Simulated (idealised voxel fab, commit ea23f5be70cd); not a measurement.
Process module under the name voxel tone inversion
The cross-section shown here is cut; it is 260 nm wide and divided into square cells measuring 5 nm on a side.
This document writes a cross-section as a grid whose cells are square, and gives it as bands, listed from the top down; one or more rows of cells form a band.
In this notation a band is specified by the heights of its top and bottom, in that order and in nm, after which its materials appear from left to right, each paired with its width in nm. The word "throughout" attached to a single material means that material fills the band from edge to edge; the word "blank" stands for empty space.
Measure heights from 0. That's the level where, below it, the as-received wafer is all one material. The lowest band is bottomless and extends downward; write it as in "0 nm and below".
With a width like "30->40", each row of cells in the band differs from the next by the same amount, the top row carrying the first number and the bottom row the second.
No cell of the cross-section changed in a step that is given as "same as before".
Voids not open to the top, 8 cells minimum: see "Enclosed cavities". Written width x height at distance; distance is from the left edge; nm.
The remark found on a step's line after its settings is issued by the simulator itself and pertains to that step.
What "overlay nm" on a step's line means: if the step has a mask, that mask lay this far to the right of its planned place, or, when the value is negative, to the left.

These are the steps we planned for the process
1. RECEIVE | material Si
2. CONFORMAL_DEP | material SiCN | thk nm 10
3. DIRECTIONAL_DEP | material aC | thk nm 25
4. PATTERN | tone cover | mask id POSTS | material resist | width nm 15 | pitch nm 55 | thk nm 35 | overlay nm 0
5. DIRECTIONAL_ETCH | etch materials aC | depth nm 25
6. STRIP | etch materials resist
7. FILL_DEP | material SiO2 | thk nm 5
8. CMP | height nm 35
9. STRIP | etch materials aC
It is noted that the wafers described herein are identical at the outset and are distinguished by the width nm of step 4; the value stated in the plan corresponds to the first wafer.

Cross-section of the first of several wafers as received (after step 1)
    0 nm and below = Si throughout
    Enclosed cavities: none

After the module's final step, step 9: the first of several wafers in cross-section
    35 nm to 10 nm = 65 SiO2; 15 blank; 40 SiO2; 15 blank; 40 SiO2; 15 blank; 70 SiO2
    10 nm to 0 nm = SiCN throughout
    0 nm and below = Si throughout
    Enclosed cavities: none

Showing the last wafer in cross-section at the end of the module
    35 nm to 10 nm = 55 SiO2; 40 blank; 15 SiO2; 40 blank; 15 SiO2; 40 blank; 55 SiO2
    10 nm to 0 nm = SiCN throughout
    0 nm and below = Si throughout
    Enclosed cavities: none

Wafer rows; end of module; cells per material since receipt: (+) gained, (-) lost; then closed voids
width nm 15; +104 SiCN; +215 SiO2; Enclosed cavities: none
width nm 20; +104 SiCN; +200 SiO2; Enclosed cavities: none
width nm 25; +104 SiCN; +185 SiO2; Enclosed cavities: none
width nm 30; +104 SiCN; +170 SiO2; Enclosed cavities: none
width nm 35; +104 SiCN; +155 SiO2; Enclosed cavities: none
width nm 40; +104 SiCN; +140 SiO2; Enclosed cavities: none
